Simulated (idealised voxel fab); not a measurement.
Process module in this document: voxel released beams
The figure presents cross-section cut, which has a width of 300 nm and is divided into square cells with an edge length of 5 nm.
Cross-section spec: square-cell grid; bands listed top down; each band is one or more rows. Heads up on the band format: heights come first, top then bottom, in nm. After that it's the materials left to right, each with its width in nm. A single material flagged "edge to edge" fills the whole band edge to edge, and "empty" means there's empty space there. Heads up on the height convention: 0 is the point under which the incoming wafer is all one material, and the lowest band has no bottom, it just keeps going down, like "z 0 and below". A two-number width, for instance "30..40", indicates that the width is equal to the first number in the top row of the band and to the second number in the bottom row, and that it changes by a constant amount per row of cells. Key: "no modifications" - step with no changed cell in the cross-section. Look at "Closed void listing" for the closed voids: empty spaces with no open path to the top, sized 8 cells or up. Each is width x height at distance, distance from the left edge, all nm. Where a step's line continues beyond its settings, the continuation is a remark by the simulator itself on that step. overlay nm: right-of-plan distance of the mask on a masked step; negative values mean left-of-plan.
### Process steps (planned)
1,op RECEIVE | material Si
2,op CONFORMAL_DEP | material SiN | thk nm 5
3,op DIRECTIONAL_DEP | material SiO2 | thk nm 15
4,op DIRECTIONAL_DEP | material aC | thk nm 10
5,op PATTERN | tone open | mask id ANCHOR | material resist | width nm 30 | thk nm 30 | overlay nm 0
6,op DIRECTIONAL_ETCH | etch materials aC | depth nm 10
7,op STRIP | etch materials resist
8,op DIRECTIONAL_ETCH | etch materials SiO2 | depth nm 15
9,op STRIP | etch materials aC
10,op CONFORMAL_DEP | material polySi | thk nm 10
11,op PATTERN | tone cover | mask id BEAM | material resist | width nm 105 | thk nm 15 | overlay nm 0
12,op DIRECTIONAL_ETCH | etch materials polySi | depth nm 10
13,op STRIP | etch materials resist
14,op STRIP | etch materials SiO2
### Here's what the wafer looked like in cross-section when it arrived - that's after step 1
	z 0 and below  Si edge to edge
	Closed void listing: none
### This is how the wafer looks in cross-section once the module is done, given the starting state and plan above and one mistake in carrying the plan out
	z 30 to 20  empty (95)  polySi (45)  empty (160)
	z 20 to 15  empty (90)  polySi (10)  SiO2 (30)  polySi (10)  empty (160)
	z 15 to 5  empty (90)  polySi (10)  SiO2 (30)  polySi (70)  empty (100)
	z 5 to 0  SiN edge to edge
	z 0 and below  Si edge to edge
	Closed void listing: none
Deviation from plan: in deviation from the planned setting, step 5 was conducted as op PATTERN | tone cover | mask id ANCHOR | material resist | width nm 30 | thk nm 30 | overlay nm 0
